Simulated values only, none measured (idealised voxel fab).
The process module presented herein is designated voxel capacitor over wiring.
Displayed cross-section: cut, width of 245 nm, square cells sized 5 nm.
Notation: cross-section as square-cell grid; stated in bands, top first, going down; one or more cell rows per band.
It is stipulated that each band's entry specify, in nanometres, the height of the top of the band and then that of its bottom, followed by the materials of the band in left-to-right sequence, each together with its width in nanometres. A single material marked by the word "everywhere" is understood to fill the band from edge to edge; the word "air" is understood to denote empty space.
Heights are expressed relative to 0, this being the level below which the as-received wafer comprises one material exclusively. The lowest band is unbounded in the downward direction and is denoted as in "top 0, no bottom".
It should be noted that a width expressed as "30..40" varies in equal increments from row to row of cells within the band, taking the value of the first number at the top row and that of the second number at the bottom row.
The designation "no change occurred", where it is given for a processing step, indicates that no cell of the cross-section was altered in the course of that step.
"Sealed internal voids": empty spaces of 8 cells or more with no open way to the top, each given as width x height at distance, distance from the left edge, all in nm.
Past the settings on a step's line: simulator remark, on that step.
Each step line may optionally specify "overlay nm", which for a step with a mask gives the rightward distance between the mask's planned place and where it lay, a negative value indicating the leftward direction.
PLANNED STEP LIST FOR THE PROCESS
| 1 | RECEIVE: material Si |
| 2 | CONFORMAL_DEP: material SiO2, thk nm 10 |
| 3 | CONFORMAL_DEP: material SiN, thk nm 5 |
| 4 | DIRECTIONAL_DEP: material SiO2, thk nm 15 |
| 5 | DIRECTIONAL_DEP: material aC, thk nm 15 |
| 6 | PATTERN: tone open, mask id METAL_1, material resist, width nm 25, pitch nm 75, thk nm 30, overlay nm 0 |
| 7 | DIRECTIONAL_ETCH: etch materials aC, depth nm 15 |
| 8 | STRIP: etch materials resist |
| 9 | DIRECTIONAL_ETCH: etch materials SiO2, depth nm 15 |
| 10 | DIRECTIONAL_ETCH: etch materials SiN, depth nm 5 |
| 11 | STRIP: etch materials aC |
| 12 | CONFORMAL_DEP: material TiN, thk nm 5 |
| 13 | FILL_DEP: material Cu, thk nm 5 |
| 14 | CMP: height nm 30 |
| 15 | CONFORMAL_DEP: material SiCN, thk nm 5 |
| 16 | DIRECTIONAL_DEP: material lowk, thk nm 15 |
| 17 | PATTERN: tone open, mask id PLUG_1, material resist, width nm 15, thk nm 20, overlay nm 0 |
| 18 | DIRECTIONAL_ETCH: etch materials lowk, depth nm 15 |
| 19 | DIRECTIONAL_ETCH: etch materials SiCN, depth nm 5 |
| 20 | STRIP: etch materials resist |
| 21 | CONFORMAL_DEP: material TiN, thk nm 5 |
| 22 | FILL_DEP: material Ru, thk nm 10 |
| 23 | CMP: height nm 50 |
| 24 | DIRECTIONAL_DEP: material TiN, thk nm 10 |
| 25 | DIRECTIONAL_DEP: material HfO2, thk nm 5 |
| 26 | DIRECTIONAL_DEP: material TiN, thk nm 10 |
| 27 | MASKED_ETCH: tone cover, mask id UPPER_PLATE, width nm 55, etch materials TiN, depth nm 10, overlay nm 0 |
| 28 | MASKED_ETCH: tone cover, mask id UPPER_PLATE, width nm 55, etch materials HfO2, depth nm 5, overlay nm 0 |
| 29 | PATTERN: tone cover, mask id LOWER_PLATE, material resist, width nm 65, thk nm 20, overlay nm 0 |
| 30 | DIRECTIONAL_ETCH: etch materials TiN, depth nm 10 |
| 31 | STRIP: etch materials resist |
| 32 | FILL_DEP: material SiO2, thk nm 15 |
| 33 | CMP: height nm 85 |
| 34 | DIRECTIONAL_DEP: material aC, thk nm 10 |
| 35 | PATTERN: tone open, mask id PLUG_2, material resist, width nm 15, thk nm 30, overlay nm 0 |
| 36 | DIRECTIONAL_ETCH: etch materials aC, depth nm 10 |
| 37 | STRIP: etch materials resist |
| 38 | DIRECTIONAL_ETCH: etch materials SiO2, depth nm 10 |
| 39 | STRIP: etch materials aC |
| 40 | CONFORMAL_DEP: material TiN, thk nm 5 |
| 41 | FILL_DEP: material Ru, thk nm 10 |
| 42 | CMP: height nm 85 |
| 43 | CONFORMAL_DEP: material SiN, thk nm 5 |
The wafers in this document start out alike and differ in the width nm applied at step 35; the plan shows the value used for the first wafer.
SECTIONAL VIEW: FIRST OF SEVERAL WAFERS, AS RECEIVED, AFTER STEP 1
top 0, no bottom: Si everywhere
Sealed internal voids: none
THE ROWS OF THE TABLE BELOW ARE WAFERS. LOOKING AT THE END OF THE MODULE, A ROW COUNTS, FOR EVERY MATERIAL, THE CELLS THE WAFER HAS GAINED, SHOWN AS (+), OR LOST, SHOWN AS (-), SINCE IT WAS RECEIVED; ITS CLOSED VOIDS COME NEXT
width nm 15; +18 Cu; +11 HfO2; +4 Ru; +46 SiCN; +88 SiN; +493 SiO2; +84 TiN; +138 lowk; Sealed internal voids: none
width nm 20; +18 Cu; +11 HfO2; +5 Ru; +46 SiCN; +88 SiN; +491 SiO2; +85 TiN; +138 lowk; Sealed internal voids: none
width nm 25; +18 Cu; +11 HfO2; +6 Ru; +46 SiCN; +88 SiN; +489 SiO2; +86 TiN; +138 lowk; Sealed internal voids: none
width nm 30; +18 Cu; +11 HfO2; +7 Ru; +46 SiCN; +88 SiN; +487 SiO2; +87 TiN; +138 lowk; Sealed internal voids: none
